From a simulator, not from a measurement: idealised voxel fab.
This is a process module. Its name is voxel fin reveal.
The cross-section on display is named cut; it measures 245 nm wide, and its cells are 5 nm squares.
When this document writes out a cross-section, it uses a grid of square cells and lists it as bands, beginning at the top and moving down, with a band standing for one or more rows of cells. Per band: top height and bottom height in nm, followed by the left-to-right materials and their widths in nm; "full width" marks a single material spanning edge to edge, "empty" marks empty space. It should be noted that heights are counted from 0, beneath which the wafer as supplied is of one material throughout, and that the lowest band possesses no lower boundary but continues downward, as written in "z 0 and below". A two-number width, for instance "30..40", indicates that the width is equal to the first number in the top row of the band and to the second number in the bottom row, and that it changes by a constant amount per row of cells. Take "same as before" at face value: in the step it is given for, the cross-section changed in none of its cells. Reported under the label "Closed void table" are the empty spaces having no open way to the top and comprising 8 cells or more; the notation for each is width x height at distance, in which the distance is measured from the left edge and all three values are in nm. On a step's line, text after the settings is the simulator commenting on that step. You can add "overlay nm" to a step's line. For a step with a mask, it describes how far the mask lay to the right of its planned position, and a negative number describes a lay to the left.

[Below is the list of planned process steps]
- 1: RECEIVE [material Si]
- 2: CONFORMAL_DEP [material SiN] [thk nm 10]
- 3: MASKED_ETCH [tone cover] [mask id FINS] [width nm 15] [pitch nm 40] [etch materials SiN] [depth nm 10] [overlay nm 0]
- 4: MASKED_ETCH [tone cover] [mask id FINS] [width nm 15] [pitch nm 40] [etch materials Si] [depth nm 35] [overlay nm 0]
- 5: OXIDIZE [depth nm 5]
- 6: FILL_DEP [material SiO2] [thk nm 15]
- 7: CMP [height nm 10]
- 8: SELECTIVE_ETCH [etch materials SiO2] [depth nm 20]
- 9: STRIP [etch materials SiN]
- 10: CONFORMAL_DEP [material HfO2] [thk nm 5]

[Here's what the wafer looked like in cross-section when it arrived - that's after step 1]
    z 0 and below  Si full width
    Closed void table: none

[Wafer cross-section at module end: first of two, run to plan]
    z 5 to 0  empty 55 nm / HfO2 15 nm / empty 25 nm / HfO2 15 nm / empty 25 nm / HfO2 15 nm / empty 25 nm / HfO2 15 nm / empty 55 nm
    z 0 to -5  empty 55 nm / HfO2 5 nm / Si 5 nm / HfO2 5 nm / empty 25 nm / HfO2 5 nm / Si 5 nm / HfO2 5 nm / empty 25 nm / HfO2 5 nm / Si 5 nm / HfO2 5 nm / empty 25 nm / HfO2 5 nm / Si 5 nm / HfO2 5 nm / empty 55 nm
    z -5 to -10  HfO2 60 nm / Si 5 nm / HfO2 35 nm / Si 5 nm / HfO2 35 nm / Si 5 nm / HfO2 35 nm / Si 5 nm / HfO2 60 nm
    z -10 to -40  SiO2 60 nm / Si 5 nm / SiO2 35 nm / Si 5 nm / SiO2 35 nm / Si 5 nm / SiO2 35 nm / Si 5 nm / SiO2 60 nm
    z -40 and below  Si full width
    Closed void table: none

[So this is wafer number two of the two, cut at the end of the module - it started where the first did and had the same plan, we just got one thing wrong running it]
    z 5 to 0  empty 60 nm / HfO2 15 nm / empty 25 nm / HfO2 15 nm / empty 25 nm / HfO2 15 nm / empty 25 nm / HfO2 15 nm / empty 50 nm
    z 0 to -5  empty 55 nm / HfO2 10 nm / Si 5 nm / HfO2 5 nm / empty 20 nm / HfO2 10 nm / Si 5 nm / HfO2 5 nm / empty 20 nm / HfO2 10 nm / Si 5 nm / HfO2 5 nm / empty 20 nm / HfO2 10 nm / Si 5 nm / HfO2 5 nm / empty 50 nm
    z -5 to -10  HfO2 60 nm / Si 10 nm / HfO2 30 nm / Si 10 nm / HfO2 30 nm / Si 10 nm / HfO2 30 nm / Si 10 nm / HfO2 55 nm
    z -10 to -40  SiO2 60 nm / Si 10 nm / SiO2 30 nm / Si 10 nm / SiO2 30 nm / Si 10 nm / SiO2 30 nm / Si 10 nm / SiO2 55 nm
    z -40 and below  Si full width
    Closed void table: none
What went wrong in running the wafer? step 3 changed vs plan, executed as MASKED_ETCH [tone cover] [mask id FINS] [width nm 15] [pitch nm 40] [etch materials SiN] [depth nm 10] [overlay nm 5]
Looking at both finished wafers in cells, the second ends up ahead of or behind the first on some materials: Si: 28 more, SiO2: 24 fewer
